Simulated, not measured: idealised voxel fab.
The document below concerns the process module designated voxel ribs on slabs.
Cross-section cut: width 175 nm, square cells of 5 nm.
The cross-sections in this document take the form of a grid made of square cells. They are written out as bands, in order from top to bottom. Each band consists of one or more rows of cells.
In this notation a band is specified by the heights of its top and bottom, in that order and in nm, after which its materials appear from left to right, each paired with its width in nm. The word "throughout" attached to a single material means that material fills the band from edge to edge; the word "empty" stands for empty space.
Measure heights from 0. That's the level where, below it, the as-received wafer is all one material. The lowest band is bottomless and extends downward; write it as in "0 down".
Width: "30 to 40" (first number = top row, second number = bottom row, same change from row to row of cells).
"no alteration", as given for a step, is the statement that not any cell of the cross-section underwent a change during that step.
The list in "Closed void catalog" covers empty spaces of 8 cells or more that cannot reach the top through any open way, and it gives each as width x height at distance; the distance is from the left edge, and width, height and distance are in nm.
Heads up: the bit after the settings on a step's line is the simulator's remark on that step.
The setting "overlay nm" may be written on the line of a step. When the step uses a mask, the value reports how far to the right of the planned place the mask lay, and a negative value reports that it lay to the left.
So the way this works: pairs, before and after one process step. The after picture only goes down to the lowest band that actually changed, nothing below. Step and its settings are under each pair. And watch out, pairs might come from different runs of this module, same starting wafer though, so a pair only follows on from the one above if its "Pre-process" entry tells you so.

-- Pre-process
- 50 to 35  aC throughout
- 35 to 20  polySi throughout
- 20 to 0  SiO2 throughout
- 0 down  Si throughout
- Closed void catalog: none

-- Sectional View, Post-Process
- 85 to 50  resist (70) | empty (30) | resist (75)
- All layers under 50 are left as they were.
- Closed void catalog: none
The process step separating the two cross-sections depicted above is as follows: PATTERN, tone open, mask id RIB, material resist, width nm 30, thk nm 35, overlay nm 0

Pre-process: see preceding pair, after cross-section.

-- Sectional View, Post-Process
- 70 to 50  resist (70) | empty (30) | resist (75)
- 50 to 35  aC (70) | empty (30) | aC (75)
- All layers under 35 are left as they were.
- Closed void catalog: none
The process step separating the two cross-sections depicted above is as follows: DIRECTIONAL_ETCH, etch materials aC, depth nm 15

Pre-process: see preceding pair, after cross-section.

-- Sectional View, Post-Process
- 50 to 35  aC (70) | empty (30) | aC (75)
- All layers under 35 are left as they were.
- Closed void catalog: none
The process step separating the two cross-sections depicted above is as follows: STRIP, etch materials resist

Pre-process: see preceding pair, after cross-section.

-- Sectional View, Post-Process
- 50 to 35  aC (70) | empty (30) | aC (75)
- 35 to 25  polySi (70) | empty (30) | polySi (75)
- All layers under 25 are left as they were.
- Closed void catalog: none
The process step separating the two cross-sections depicted above is as follows: DIRECTIONAL_ETCH, etch materials polySi, depth nm 10

Pre-process: see preceding pair, after cross-section.

-- Sectional View, Post-Process
- 35 to 25  polySi (70) | empty (30) | polySi (75)
- All layers under 25 are left as they were.
- Closed void catalog: none
The process step separating the two cross-sections depicted above is as follows: STRIP, etch materials aC

Pre-process: see preceding pair, after cross-section.

-- Sectional View, Post-Process
- 35 to 30  empty (50) | polySi (20) | empty (30) | polySi (20) | empty (55)
- All layers under 30 are left as they were.
- Closed void catalog: none
The process step separating the two cross-sections depicted above is as follows: MASKED_ETCH, tone cover, mask id SLAB, width nm 70, etch materials polySi, depth nm 5, overlay nm 0

Pre-process: see preceding pair, after cross-section.

-- Sectional View, Post-Process
- 55 to 35  SiO2 throughout
- 35 to 30  SiO2 (50) | polySi (20) | SiO2 (30) | polySi (20) | SiO2 (55)
- 30 to 25  polySi (70) | SiO2 (30) | polySi (75)
- All layers under 25 are left as they were.
- Closed void catalog: none
The process step separating the two cross-sections depicted above is as follows: FILL_DEP, material SiO2, thk nm 20

Pre-process: see preceding pair, after cross-section.

-- Sectional View, Post-Process
- 45 to 35  SiO2 throughout
- All layers under 35 are left as they were.
- Closed void catalog: none
The process step separating the two cross-sections depicted above is as follows: CMP, height nm 45

Pre-process: see preceding pair, after cross-section.

-- Sectional View, Post-Process
- 55 to 45  W throughout
- All layers under 45 are left as they were.
- Closed void catalog: none
The process step separating the two cross-sections depicted above is as follows: DIRECTIONAL_DEP, material W, thk nm 10

Pre-process: see preceding pair, after cross-section.

-- Sectional View, Post-Process
- 70 to 55  aC throughout
- All layers under 55 are left as they were.
- Closed void catalog: none
The process step separating the two cross-sections depicted above is as follows: DIRECTIONAL_DEP, material aC, thk nm 15

Pre-process: see preceding pair, after cross-section.

-- Sectional View, Post-Process
- 105 to 70  empty (65) | resist (40) | empty (70)
- All layers under 70 are left as they were.
- Closed void catalog: none
The process step separating the two cross-sections depicted above is as follows: PATTERN, tone cover, mask id HEATER, material resist, width nm 40, thk nm 35, overlay nm 0

Pre-process: see preceding pair, after cross-section.

-- Sectional View, Post-Process
- 90 to 70  empty (65) | resist (40) | empty (70)
- 70 to 55  empty (65) | aC (40) | empty (70)
- All layers under 55 are left as they were.
- Closed void catalog: none
The process step separating the two cross-sections depicted above is as follows: DIRECTIONAL_ETCH, etch materials aC, depth nm 15

Pre-process: see preceding pair, after cross-section.

-- Sectional View, Post-Process
- 70 to 55  empty (65) | aC (40) | empty (70)
- All layers under 55 are left as they were.
- Closed void catalog: none
The process step separating the two cross-sections depicted above is as follows: STRIP, etch materials resist

Pre-process: see preceding pair, after cross-section.

-- Sectional View, Post-Process
- 70 to 55  empty (65) | aC (40) | empty (70)
- 55 to 45  empty (65) | W (40) | empty (70)
- All layers under 45 are left as they were.
- Closed void catalog: none
The process step separating the two cross-sections depicted above is as follows: DIRECTIONAL_ETCH, etch materials W, depth nm 10

Pre-process: see preceding pair, after cross-section.

-- Sectional View, Post-Process
- 55 to 45  empty (65) | W (40) | empty (70)
- All layers under 45 are left as they were.
- Closed void catalog: none
The process step separating the two cross-sections depicted above is as follows: STRIP, etch materials aC

Pre-process: see preceding pair, after cross-section.

-- Sectional View, Post-Process
- 65 to 55  empty (55) | SiO2 (60) | empty (60)
- 55 to 45  SiO2 (65) | W (40) | SiO2 (70)
- All layers under 45 are left as they were.
- Closed void catalog: none
The process step separating the two cross-sections depicted above is as follows: CONFORMAL_DEP, material SiO2, thk nm 10
